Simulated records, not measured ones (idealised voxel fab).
process module | voxel fin reveal
cross-section cut | 275 nm wide | cells 5 nm
A cross-section is a grid of square cells, given in bands from the top down. A band is one or more rows of cells.
Each band's line starts with the height of the band's top and of its bottom, in nm. Then come its materials from left to right, each with its width in nm. One material with "throughout" fills the band from edge to edge. "air" is empty space.
Height 0 is the level under which the wafer as received is all one material. The lowest band goes on downwards, as in "0 down".
A width such as "30 to 40" changes by the same amount from each row of cells to the next, from the band's top row to its bottom row.
"no change" after a step means that no cell of the cross-section changed.
closed voids: empty space of 8 cells or more with no open way to the top, each as width x height at its distance from the left edge, in nm
after a step's settings: what the simulator itself notes on the step
overlay nm, on a step with a mask: how far to the right of its planned place the mask lay; to the left if negative
plan
1 op RECEIVE | material Si
2 op CONFORMAL_DEP | material SiN | thk nm 5
3 op MASKED_ETCH | tone cover | mask id FINS | width nm 15 | pitch nm 40 | etch materials SiN | depth nm 5 | overlay nm 0
4 op MASKED_ETCH | tone cover | mask id FINS | width nm 15 | pitch nm 40 | etch materials Si | depth nm 30 | overlay nm 0
5 op OXIDIZE | depth nm 5
6 op FILL_DEP | material SiO2 | thk nm 15
7 op CMP | height nm 5
8 op SELECTIVE_ETCH | etch materials SiO2 | depth nm 15
9 op STRIP | etch materials SiN
10 op CONFORMAL_DEP | material SiO2 | thk nm 5
first wafer, as planned
as received, after step 1
  0 down: Si throughout
  closed voids: none
after step 2
  5 to 0: SiN throughout
  below 0: unchanged
after step 3
  5 to 0: air 110 | SiN 15 | air 25 | SiN 15 | air 110
  below 0: unchanged
after step 4
  5 to 0: air 110 | SiN 15 | air 25 | SiN 15 | air 110
  0 to -30: air 110 | Si 15 | air 25 | Si 15 | air 110
  below -30: unchanged
after step 5
  5 to 0: air 110 | SiN 15 | air 25 | SiN 15 | air 110
  0 to -30: air 110 | SiO2 5 | Si 5 | SiO2 5 | air 25 | SiO2 5 | Si 5 | SiO2 5 | air 110
  -30 to -35: SiO2 115 | Si 5 | SiO2 35 | Si 5 | SiO2 115
  below -35: unchanged
after step 6
  20 to 5: SiO2 throughout
  5 to 0: SiO2 110 | SiN 15 | SiO2 25 | SiN 15 | SiO2 110
  0 to -35: SiO2 115 | Si 5 | SiO2 35 | Si 5 | SiO2 115
  below -35: unchanged
after step 7
  5 to 0: SiO2 110 | SiN 15 | SiO2 25 | SiN 15 | SiO2 110
  below 0: unchanged
after step 8
  5 to 0: air 110 | SiN 15 | air 25 | SiN 15 | air 110
  0 to -10: air 115 | Si 5 | air 35 | Si 5 | air 115
  below -10: unchanged
after step 9
  0 to -10: air 115 | Si 5 | air 35 | Si 5 | air 115
  below -10: unchanged
after step 10
  5 to 0: air 110 | SiO2 15 | air 25 | SiO2 15 | air 110
  0 to -5: air 110 | SiO2 5 | Si 5 | SiO2 5 | air 25 | SiO2 5 | Si 5 | SiO2 5 | air 110
  -5 to -35: SiO2 115 | Si 5 | SiO2 35 | Si 5 | SiO2 115
  below -35: unchanged
second wafer: like start, like plan, one mistake. Through step 9 it matches the first wafer
when step 10 should have ended: no change
what went wrong: step 10 was left out
at the end the second wafer has, in cells: 63 fewer of SiO2
